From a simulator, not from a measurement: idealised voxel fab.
Process module in this document: voxel released beams
Cross-section cut spans 220 nm and uses square cells 5 nm in size.
Cross-section format: a grid of square cells, given as bands from top to bottom; each band is one or more rows of cells. Basically the band line says how high the top is and how high the bottom is, in nm, and then what's in it from left to right, every material with its width in nm. Empty space shows up as "blank", and if a single material carries "throughout" it runs the full band edge to edge. Counting heights begins at 0, where everything beneath is, in the wafer as received, one material. The lowest band has no bottom; it goes on downwards, as "0 down" shows. The expression "30->40" gives the width at the extremes of the band, the first number at its top row of cells and the second at its bottom row, with the width changing by equal amounts from each row to the next in between. Any step labelled "identical to before" changed none of the cells in the cross-section. "Closed internal cavities" means: voids of 8 cells or more that are shut off from the top with no open way through. Written width x height at distance, distance from the left edge, in nm. Past the settings on a step's line: simulator remark, on that step. overlay nm: on a step with a mask, how far right of its planned place the mask lay; negative means left.

Listed below are the process steps as planned:
1 RECEIVE (material Si)
2 CONFORMAL_DEP (material SiN; thk nm 10)
3 DIRECTIONAL_DEP (material SiO2; thk nm 10)
4 MASKED_ETCH (tone open; mask id ANCHOR; width nm 35; etch materials SiO2; depth nm 10; overlay nm 0)
5 CONFORMAL_DEP (material W; thk nm 10)
6 DIRECTIONAL_DEP (material aC; thk nm 15)
7 PATTERN (tone cover; mask id BEAM; material resist; width nm 110; thk nm 30; overlay nm 0)
8 DIRECTIONAL_ETCH (etch materials aC; depth nm 15)
9 STRIP (etch materials resist)
10 DIRECTIONAL_ETCH (etch materials W; depth nm 10)
11 STRIP (etch materials aC)
12 STRIP (etch materials SiO2)

As received (post step 1): cross-section:
0 down = Si throughout
Closed internal cavities: none

Cross-sectional result after module completion. Note: starting condition and plan are unchanged from above; one processing mistake was made:
30 to 20 = blank (50), W (50), blank (120)
20 to 10 = blank (45), W (10), SiO2 (35), W (70), blank (60)
10 to 0 = SiN throughout
0 down = Si throughout
Closed internal cavities: none
The plan and the run diverged here: rather than as planned, step 4 actually ran as MASKED_ETCH (tone cover; mask id ANCHOR; width nm 35; etch materials SiO2; depth nm 10; overlay nm 0)
